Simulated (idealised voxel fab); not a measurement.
process module | voxel ribs on slabs
Xsec cut, 290 nm wide, square cell size 5 nm.
How to read a cross-section here: the picture is a grid of square cells, written as bands going from the top down, and any band can span one or more rows of cells. What a band's entry tells you: where the top is and where the bottom is, as heights in nm, and after that what lies inside, material by material from left to right, each with its width in nm. Empty space is written as the word "blank", and a single material marked with the word "full width" occupies the band from edge to edge. Ref level 0: as-received wafer is one material below here. Bottom band extends down with no lower bound ("top 0, no bottom"). Graded width ("30 to 40"): value in top row of band = first number; value in bottom row = second number; row-to-row change constant. "no alteration", as given for a step, is the statement that not any cell of the cross-section underwent a change during that step. The label "Voids, fully enclosed" introduces a list of the empty spaces, 8 cells or larger, that have no open way up to the top; each entry in it reads width x height at distance, where the distance is taken from the left edge and all three are stated in nm. Anything after a step's settings on that line? It's the simulator's own note about the step. overlay nm: how far to the right of its planned place the mask lay on this masked step (negative: to the left).
## Planned process steps
1,op RECEIVE | material Si
2,op DIRECTIONAL_DEP | material SiO2 | thk nm 20
3,op DIRECTIONAL_DEP | material polySi | thk nm 25
4,op DIRECTIONAL_DEP | material aC | thk nm 10
5,op PATTERN | tone cover | mask id RIB | material resist | width nm 20 | thk nm 25 | overlay nm 0
6,op DIRECTIONAL_ETCH | etch materials aC | depth nm 10
7,op STRIP | etch materials resist
8,op DIRECTIONAL_ETCH | etch materials polySi | depth nm 5
9,op STRIP | etch materials aC
10,op PATTERN | tone cover | mask id SLAB | material resist | width nm 60 | thk nm 15 | overlay nm 0
11,op DIRECTIONAL_ETCH | etch materials polySi | depth nm 20
12,op STRIP | etch materials resist
13,op FILL_DEP | material SiO2 | thk nm 30
14,op CMP | height nm 65
15,op DIRECTIONAL_DEP | material W | thk nm 5
16,op MASKED_ETCH | tone cover | mask id HEATER | width nm 30 | etch materials W | depth nm 5 | overlay nm 0
17,op CONFORMAL_DEP | material SiO2 | thk nm 5
It is noted that the wafers described herein are identical at the outset and are distinguished by the width nm of step 10; the value stated in the plan corresponds to the first wafer.
## Received condition of the first of several wafers, sectioned: post-step 1
	top 0, no bottom | Si full width
	Voids, fully enclosed: none
## first wafer at the end, after step 17
	top 75, bottom 70 | blank=125, SiO2=40, blank=125
	top 70, bottom 65 | SiO2=130, W=30, SiO2=130
	top 65, bottom 45 | SiO2 full width
	top 45, bottom 40 | SiO2=135, polySi=20, SiO2=135
	top 40, bottom 20 | SiO2=115, polySi=60, SiO2=115
	top 20, bottom 0 | SiO2 full width
	top 0, no bottom | Si full width
	Voids, fully enclosed: none
## last wafer at the end
	top 75, bottom 70 | blank=125, SiO2=40, blank=125
	top 70, bottom 65 | SiO2=130, W=30, SiO2=130
	top 65, bottom 45 | SiO2 full width
	top 45, bottom 40 | SiO2=135, polySi=20, SiO2=135
	top 40, bottom 20 | SiO2=105, polySi=85, SiO2=100
	top 20, bottom 0 | SiO2 full width
	top 0, no bottom | Si full width
	Voids, fully enclosed: none
## Row per wafer, end-of-module: cell gain (+)/loss (-) by material since the wafer came in, then closed voids
width nm 60; +762 SiO2; +6 W; +52 polySi; Voids, fully enclosed: none
width nm 65; +758 SiO2; +6 W; +56 polySi; Voids, fully enclosed: none
width nm 70; +754 SiO2; +6 W; +60 polySi; Voids, fully enclosed: none
width nm 75; +750 SiO2; +6 W; +64 polySi; Voids, fully enclosed: none
width nm 80; +746 SiO2; +6 W; +68 polySi; Voids, fully enclosed: none
width nm 85; +742 SiO2; +6 W; +72 polySi; Voids, fully enclosed: none
